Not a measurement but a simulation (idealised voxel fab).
This section sets out a process module, namely voxel capacitor over wiring.
Square cell edge 5 nm, section width 265 nm, ID cut.
We lay out every cross-section as a grid of square cells and spell it out in bands from the top down, where one band means one or more rows of cells.
First you get the band's top height and its bottom height, in nm, and then the materials it's made of, left to right, with each width in nm. If you see a single material with "full width", that one covers the band edge to edge. "blank" is empty space.
Heights are measured from 0, the level below which the as-received wafer is all one material; the lowest band has no bottom and continues downward, written as in "0 down".
The two numbers in a width such as "30 to 40" mark its ends across the band: the first belongs to the top row of cells, the second to the bottom row, and from each row to the next the width moves by the same amount.
Step marked "left unchanged"? Then no cell in the cross-section changed in it.
Entry "Completely enclosed voids". Content: empty spaces with no open connection to the top, size 8 cells or greater. Each: width x height at distance. Distance: from left edge. Unit: nm.
Text after the settings on a step's line: the simulator's own remark on that step.
Each step line may optionally specify "overlay nm", which for a step with a mask gives the rightward distance between the mask's planned place and where it lay, a negative value indicating the leftward direction.
# Steps in the process plan
1: RECEIVE (material Si)
2: CONFORMAL_DEP (material SiO2; thk nm 10)
3: DIRECTIONAL_DEP (material TiN; thk nm 5)
4: DIRECTIONAL_DEP (material W; thk nm 25)
5: DIRECTIONAL_DEP (material aC; thk nm 10)
6: PATTERN (tone cover; mask id METAL_1; material resist; width nm 20; pitch nm 80; thk nm 25; overlay nm 0)
7: DIRECTIONAL_ETCH (etch materials aC; depth nm 10)
8: STRIP (etch materials resist)
9: DIRECTIONAL_ETCH (etch materials W; depth nm 25)
10: DIRECTIONAL_ETCH (etch materials TiN; depth nm 5)
11: STRIP (etch materials aC)
12: CONFORMAL_DEP (material SiCN; thk nm 5)
13: FILL_DEP (material SiO2; thk nm 10)
14: CMP (height nm 40)
15: CONFORMAL_DEP (material SiCN; thk nm 5)
16: DIRECTIONAL_DEP (material SiO2; thk nm 20)
17: PATTERN (tone open; mask id PLUG_1; material resist; width nm 15; thk nm 20; overlay nm 0)
18: DIRECTIONAL_ETCH (etch materials SiO2; depth nm 20)
19: DIRECTIONAL_ETCH (etch materials SiCN; depth nm 5)
20: STRIP (etch materials resist)
21: EPI (material Ru; thk nm 10)
22: EPI (material Ru; thk nm 10)
23: EPI (material Ru; thk nm 5)
24: DIRECTIONAL_DEP (material TiN; thk nm 10)
25: DIRECTIONAL_DEP (material Al2O3; thk nm 5)
26: DIRECTIONAL_DEP (material TiN; thk nm 10)
27: MASKED_ETCH (tone cover; mask id UPPER_PLATE; width nm 65; etch materials TiN; depth nm 10; overlay nm 0)
28: MASKED_ETCH (tone cover; mask id UPPER_PLATE; width nm 65; etch materials Al2O3; depth nm 5; overlay nm 0)
29: PATTERN (tone cover; mask id LOWER_PLATE; material resist; width nm 75; thk nm 20; overlay nm 0)
30: DIRECTIONAL_ETCH (etch materials TiN; depth nm 10)
31: STRIP (etch materials resist)
32: FILL_DEP (material SiO2; thk nm 20)
33: CMP (height nm 105)
34: MASKED_ETCH (tone open; mask id PLUG_2; width nm 15; etch materials SiO2; depth nm 15; overlay nm 0)
35: CONFORMAL_DEP (material TiN; thk nm 5)
36: FILL_DEP (material Ru; thk nm 10)
37: CMP (height nm 105)
38: CONFORMAL_DEP (material SiN; thk nm 5)
# Below: the first of two wafers, run as planned
# Wafer at receipt (post step 1), cross-section
  0 down: Si full width
  Completely enclosed voids: none
# Cross-section: wafer state after step 2
  10 to 0: SiO2 full width
  Unchanged below 0.
# Cross-section: wafer state after step 3
  15 to 10: TiN full width
  Unchanged below 10.
# Cross-section: wafer state after step 4
  40 to 15: W full width
  Unchanged below 15.
# Cross-section: wafer state after step 5
  50 to 40: aC full width
  Unchanged below 40.
# Cross-section: wafer state after step 6
  75 to 50: blank 80 nm | resist 20 nm | blank 60 nm | resist 20 nm | blank 85 nm
  Unchanged below 50.
# Cross-section: wafer state after step 7
  65 to 50: blank 80 nm | resist 20 nm | blank 60 nm | resist 20 nm | blank 85 nm
  50 to 40: blank 80 nm | aC 20 nm | blank 60 nm | aC 20 nm | blank 85 nm
  Unchanged below 40.
# Cross-section: wafer state after step 8
  50 to 40: blank 80 nm | aC 20 nm | blank 60 nm | aC 20 nm | blank 85 nm
  Unchanged below 40.
# Cross-section: wafer state after step 9
  50 to 40: blank 80 nm | aC 20 nm | blank 60 nm | aC 20 nm | blank 85 nm
  40 to 15: blank 80 nm | W 20 nm | blank 60 nm | W 20 nm | blank 85 nm
  Unchanged below 15.
# Cross-section: wafer state after step 10
  50 to 40: blank 80 nm | aC 20 nm | blank 60 nm | aC 20 nm | blank 85 nm
  40 to 15: blank 80 nm | W 20 nm | blank 60 nm | W 20 nm | blank 85 nm
  15 to 10: blank 80 nm | TiN 20 nm | blank 60 nm | TiN 20 nm | blank 85 nm
  Unchanged below 10.
# Cross-section: wafer state after step 11
  40 to 15: blank 80 nm | W 20 nm | blank 60 nm | W 20 nm | blank 85 nm
  Unchanged below 15.
# Cross-section: wafer state after step 12
  45 to 40: blank 75 nm | SiCN 30 nm | blank 50 nm | SiCN 30 nm | blank 80 nm
  40 to 15: blank 75 nm | SiCN 5 nm | W 20 nm | SiCN 5 nm | blank 50 nm | SiCN 5 nm | W 20 nm | SiCN 5 nm | blank 80 nm
  15 to 10: SiCN 80 nm | TiN 20 nm | SiCN 60 nm | TiN 20 nm | SiCN 85 nm
  Unchanged below 10.
# Cross-section: wafer state after step 13
  55 to 45: SiO2 full width
  45 to 40: SiO2 75 nm | SiCN 30 nm | SiO2 50 nm | SiCN 30 nm | SiO2 80 nm
  40 to 15: SiO2 75 nm | SiCN 5 nm | W 20 nm | SiCN 5 nm | SiO2 50 nm | SiCN 5 nm | W 20 nm | SiCN 5 nm | SiO2 80 nm
  Unchanged below 15.
# Cross-section: wafer state after step 14
  40 to 15: SiO2 75 nm | SiCN 5 nm | W 20 nm | SiCN 5 nm | SiO2 50 nm | SiCN 5 nm | W 20 nm | SiCN 5 nm | SiO2 80 nm
  Unchanged below 15.
# Cross-section: wafer state after step 15
  45 to 40: SiCN full width
  Unchanged below 40.
# Cross-section: wafer state after step 16
  65 to 45: SiO2 full width
  Unchanged below 45.
# Cross-section: wafer state after step 17
  85 to 65: resist 85 nm | blank 15 nm | resist 165 nm
  Unchanged below 65.
# Cross-section: wafer state after step 18
  85 to 65: resist 85 nm | blank 15 nm | resist 165 nm
  65 to 45: SiO2 85 nm | blank 15 nm | SiO2 165 nm
  Unchanged below 45.
# Cross-section: wafer state after step 19
  85 to 65: resist 85 nm | blank 15 nm | resist 165 nm
  65 to 45: SiO2 85 nm | blank 15 nm | SiO2 165 nm
  45 to 40: SiCN 85 nm | blank 15 nm | SiCN 165 nm
  Unchanged below 40.
# Cross-section: wafer state after step 20
  65 to 45: SiO2 85 nm | blank 15 nm | SiO2 165 nm
  Unchanged below 45.
# Cross-section: wafer state after step 21
  65 to 50: SiO2 85 nm | blank 15 nm | SiO2 165 nm
  50 to 45: SiO2 85 nm | Ru 15 nm | SiO2 165 nm
  45 to 40: SiCN 85 nm | Ru 15 nm | SiCN 165 nm
  Unchanged below 40.
# Cross-section: wafer state after step 22
  65 to 60: SiO2 85 nm | blank 15 nm | SiO2 165 nm
  60 to 45: SiO2 85 nm | Ru 15 nm | SiO2 165 nm
  Unchanged below 45.
# Cross-section: wafer state after step 23
  65 to 45: SiO2 85 nm | Ru 15 nm | SiO2 165 nm
  Unchanged below 45.
# Cross-section: wafer state after step 24
  75 to 65: TiN full width
  Unchanged below 65.
# Cross-section: wafer state after step 25
  80 to 75: Al2O3 full width
  Unchanged below 75.
# Cross-section: wafer state after step 26
  90 to 80: TiN full width
  Unchanged below 80.
# Cross-section: wafer state after step 27
  90 to 80: blank 85 nm | TiN 65 nm | blank 115 nm
  Unchanged below 80.
# Cross-section: wafer state after step 28
  90 to 80: blank 85 nm | TiN 65 nm | blank 115 nm
  80 to 75: blank 85 nm | Al2O3 65 nm | blank 115 nm
  Unchanged below 75.
# Cross-section: wafer state after step 29
  110 to 90: blank 80 nm | resist 75 nm | blank 110 nm
  90 to 80: blank 80 nm | resist 5 nm | TiN 65 nm | resist 5 nm | blank 110 nm
  80 to 75: blank 80 nm | resist 5 nm | Al2O3 65 nm | resist 5 nm | blank 110 nm
  Unchanged below 75.
# Cross-section: wafer state after step 30
  110 to 90: blank 80 nm | resist 75 nm | blank 110 nm
  90 to 80: blank 80 nm | resist 5 nm | TiN 65 nm | resist 5 nm | blank 110 nm
  80 to 75: blank 80 nm | resist 5 nm | Al2O3 65 nm | resist 5 nm | blank 110 nm
  75 to 65: blank 80 nm | TiN 75 nm | blank 110 nm
  Unchanged below 65.
# Cross-section: wafer state after step 31
  90 to 80: blank 85 nm | TiN 65 nm | blank 115 nm
  80 to 75: blank 85 nm | Al2O3 65 nm | blank 115 nm
  Unchanged below 75.
# Cross-section: wafer state after step 32
  110 to 90: SiO2 full width
  90 to 80: SiO2 85 nm | TiN 65 nm | SiO2 115 nm
  80 to 75: SiO2 85 nm | Al2O3 65 nm | SiO2 115 nm
  75 to 65: SiO2 80 nm | TiN 75 nm | SiO2 110 nm
  Unchanged below 65.
# Cross-section: wafer state after step 33
  105 to 90: SiO2 full width
  Unchanged below 90.
# Cross-section: wafer state after step 34
  105 to 90: SiO2 95 nm | blank 15 nm | SiO2 155 nm
  Unchanged below 90.
# Cross-section: wafer state after step 35
  110 to 105: TiN 100 nm | blank 5 nm | TiN 160 nm
  105 to 95: SiO2 95 nm | TiN 5 nm | blank 5 nm | TiN 5 nm | SiO2 155 nm
  95 to 90: SiO2 95 nm | TiN 15 nm | SiO2 155 nm
  Unchanged below 90.
# Cross-section: wafer state after step 36
  120 to 110: Ru full width
  110 to 105: TiN 100 nm | Ru 5 nm | TiN 160 nm
  105 to 95: SiO2 95 nm | TiN 5 nm | Ru 5 nm | TiN 5 nm | SiO2 155 nm
  Unchanged below 95.
# Cross-section: wafer state after step 37
  105 to 95: SiO2 95 nm | TiN 5 nm | Ru 5 nm | TiN 5 nm | SiO2 155 nm
  Unchanged below 95.
# Cross-section: wafer state after step 38
  110 to 105: SiN full width
  Unchanged below 105.
# second wafer: like start, like plan, one mistake. Through step 22 it matches the first wafer
# Second wafer, sectioned view, at step 23's planned end time
  75 to 70: TiN 85 nm | blank 15 nm | TiN 165 nm
  70 to 65: TiN full width
  65 to 60: SiO2 85 nm | TiN 15 nm | SiO2 165 nm
  Unchanged below 60.
# Second wafer, sectioned view, at step 24's planned end time
  80 to 75: Ru 90 nm | blank 5 nm | Ru 170 nm
  75 to 70: TiN 85 nm | Ru 15 nm | TiN 165 nm
  Unchanged below 70.
# Second wafer, sectioned view, at step 25's planned end time
  85 to 80: Al2O3 90 nm | blank 5 nm | Al2O3 170 nm
  80 to 75: Ru 90 nm | Al2O3 5 nm | Ru 170 nm
  Unchanged below 75.
# Second wafer, sectioned view, at step 26's planned end time
  95 to 90: TiN 90 nm | blank 5 nm | TiN 170 nm
  90 to 85: TiN full width
  85 to 80: Al2O3 90 nm | TiN 5 nm | Al2O3 170 nm
  Unchanged below 80.
# Second wafer, sectioned view, at step 27's planned end time
  95 to 90: blank 85 nm | TiN 5 nm | blank 5 nm | TiN 55 nm | blank 115 nm
  90 to 85: blank 85 nm | TiN 65 nm | blank 115 nm
  Unchanged below 85.
# Second wafer, sectioned view, at step 28's planned end time
  95 to 90: blank 85 nm | TiN 5 nm | blank 5 nm | TiN 55 nm | blank 115 nm
  90 to 85: blank 85 nm | TiN 65 nm | blank 115 nm
  85 to 80: blank 85 nm | Al2O3 5 nm | TiN 5 nm | Al2O3 55 nm | blank 115 nm
  Unchanged below 80.
# Second wafer, sectioned view, at step 29's planned end time
  115 to 95: blank 80 nm | resist 75 nm | blank 110 nm
  95 to 90: blank 80 nm | resist 5 nm | TiN 5 nm | resist 5 nm | TiN 55 nm | resist 5 nm | blank 110 nm
  90 to 85: blank 80 nm | resist 5 nm | TiN 65 nm | resist 5 nm | blank 110 nm
  85 to 80: blank 80 nm | resist 5 nm | Al2O3 5 nm | TiN 5 nm | Al2O3 55 nm | resist 5 nm | blank 110 nm
  Unchanged below 80.
Second wafer, sectioned view, at step 30's planned end time: left unchanged
# Second wafer, sectioned view, at step 31's planned end time
  95 to 90: blank 85 nm | TiN 5 nm | blank 5 nm | TiN 55 nm | blank 115 nm
  90 to 85: blank 85 nm | TiN 65 nm | blank 115 nm
  85 to 80: blank 85 nm | Al2O3 5 nm | TiN 5 nm | Al2O3 55 nm | blank 115 nm
  Unchanged below 80.
# Second wafer, sectioned view, at step 32's planned end time
  115 to 95: SiO2 full width
  95 to 90: SiO2 85 nm | TiN 5 nm | SiO2 5 nm | TiN 55 nm | SiO2 115 nm
  90 to 85: SiO2 85 nm | TiN 65 nm | SiO2 115 nm
  85 to 80: SiO2 85 nm | Al2O3 5 nm | TiN 5 nm | Al2O3 55 nm | SiO2 115 nm
  Unchanged below 80.
# Second wafer, sectioned view, at step 33's planned end time
  105 to 95: SiO2 full width
  Unchanged below 95.
# Second wafer, sectioned view, at step 34's planned end time
  105 to 95: SiO2 95 nm | blank 15 nm | SiO2 155 nm
  Unchanged below 95.
# Second wafer, sectioned view, at step 35's planned end time
  110 to 105: TiN 100 nm | blank 5 nm | TiN 160 nm
  105 to 100: SiO2 95 nm | TiN 5 nm | blank 5 nm | TiN 5 nm | SiO2 155 nm
  100 to 95: SiO2 95 nm | TiN 15 nm | SiO2 155 nm
  Unchanged below 95.
# Second wafer, sectioned view, at step 36's planned end time
  120 to 110: Ru full width
  110 to 105: TiN 100 nm | Ru 5 nm | TiN 160 nm
  105 to 100: SiO2 95 nm | TiN 5 nm | Ru 5 nm | TiN 5 nm | SiO2 155 nm
  Unchanged below 100.
# Second wafer, sectioned view, at step 37's planned end time
  105 to 100: SiO2 95 nm | TiN 5 nm | Ru 5 nm | TiN 5 nm | SiO2 155 nm
  Unchanged below 100.
# Second wafer, sectioned view, at step 38's planned end time
  110 to 105: SiN full width
  Unchanged below 105.
In executing the process, a mistake was made relative to the plan: steps 23 and 24 run out of order (swapped)
Materials where the second wafer ends with more or fewer cells than the first: Ru: 51 more; SiO2: 125 fewer; TiN: 74 more
